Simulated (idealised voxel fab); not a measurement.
The process module that follows is named voxel ribs on slabs.
Section shown: cut. Width: 170 nm. Cell size: 5 nm, square.
In what follows, cross-sections appear as grids of square cells, described through bands that run from the top down, where every band is one or more rows of cells. Heights first: top, then bottom, in nm. Then materials, left to right, each with a width in nm. "edge to edge" on a single material: fills the band edge to edge. "empty": empty space. Heights from 0 (as-received wafer is one material below). Bottom band endless downward, as "top 0, no bottom". It should be noted that a width expressed as "30..40" varies in equal increments from row to row of cells within the band, taking the value of the first number at the top row and that of the second number at the bottom row. Key: "identical to before" - step with no changed cell in the cross-section. You'll see "Closed void register" listing empty spaces that have no way open to the top, as long as they're 8 cells or more; the notation is width x height at distance, where the distance is from the left edge, and all of it is in nm. Heads up: the bit after the settings on a step's line is the simulator's remark on that step. The "overlay nm" setting may appear on a step's line; for a step that uses a mask, it gives how far to the right of its planned position the mask lay, and a negative value indicates the left.

-- List of planned process steps
- 1: op RECEIVE | material Si
- 2: op DIRECTIONAL_DEP | material SiO2 | thk nm 20
- 3: op DIRECTIONAL_DEP | material polySi | thk nm 15
- 4: op MASKED_ETCH | tone cover | mask id RIB | width nm 30 | etch materials polySi | depth nm 10 | overlay nm 0
- 5: op DIRECTIONAL_DEP | material aC | thk nm 15
- 6: op PATTERN | tone cover | mask id SLAB | material resist | width nm 70 | thk nm 35 | overlay nm 0
- 7: op DIRECTIONAL_ETCH | etch materials aC | depth nm 15
- 8: op STRIP | etch materials resist
- 9: op DIRECTIONAL_ETCH | etch materials polySi | depth nm 5
- 10: op STRIP | etch materials aC
- 11: op FILL_DEP | material SiO2 | thk nm 15
- 12: op CMP | height nm 45
- 13: op DIRECTIONAL_DEP | material W | thk nm 10
- 14: op DIRECTIONAL_DEP | material aC | thk nm 10
- 15: op PATTERN | tone cover | mask id HEATER | material resist | width nm 40 | thk nm 25 | overlay nm 0
- 16: op DIRECTIONAL_ETCH | etch materials aC | depth nm 10
- 17: op STRIP | etch materials resist
- 18: op DIRECTIONAL_ETCH | etch materials W | depth nm 10
- 19: op STRIP | etch materials aC
- 20: op CONFORMAL_DEP | material SiN | thk nm 10

-- This is the cross-section of the wafer as we received it, i.e. after step 1
    top 0, no bottom: Si edge to edge
    Closed void register: none

-- Looking at the first of two wafers in cross-section at end of module - ran to plan
    top 65, bottom 55: empty (55)  SiN (60)  empty (55)
    top 55, bottom 45: SiN (65)  W (40)  SiN (65)
    top 45, bottom 35: SiO2 edge to edge
    top 35, bottom 25: SiO2 (70)  polySi (30)  SiO2 (70)
    top 25, bottom 20: SiO2 (50)  polySi (70)  SiO2 (50)
    top 20, bottom 0: SiO2 edge to edge
    top 0, no bottom: Si edge to edge
    Closed void register: none

-- Now the second wafer, cross-sectioned at the end of the module. Nothing different at the start, nothing different in the plan compared with the first, just one mistake when it was actually run
    top 65, bottom 55: SiN edge to edge
    top 55, bottom 45: polySi edge to edge
    top 45, bottom 35: SiO2 edge to edge
    top 35, bottom 25: SiO2 (70)  polySi (30)  SiO2 (70)
    top 25, bottom 20: SiO2 (50)  polySi (70)  SiO2 (50)
    top 20, bottom 0: SiO2 edge to edge
    top 0, no bottom: Si edge to edge
    Closed void register: none
What went wrong in running the wafer? step 13 ran as: op DIRECTIONAL_DEP | material polySi | thk nm 10
at the end the second wafer has, in cells: SiN -8 | W -16 | polySi +68
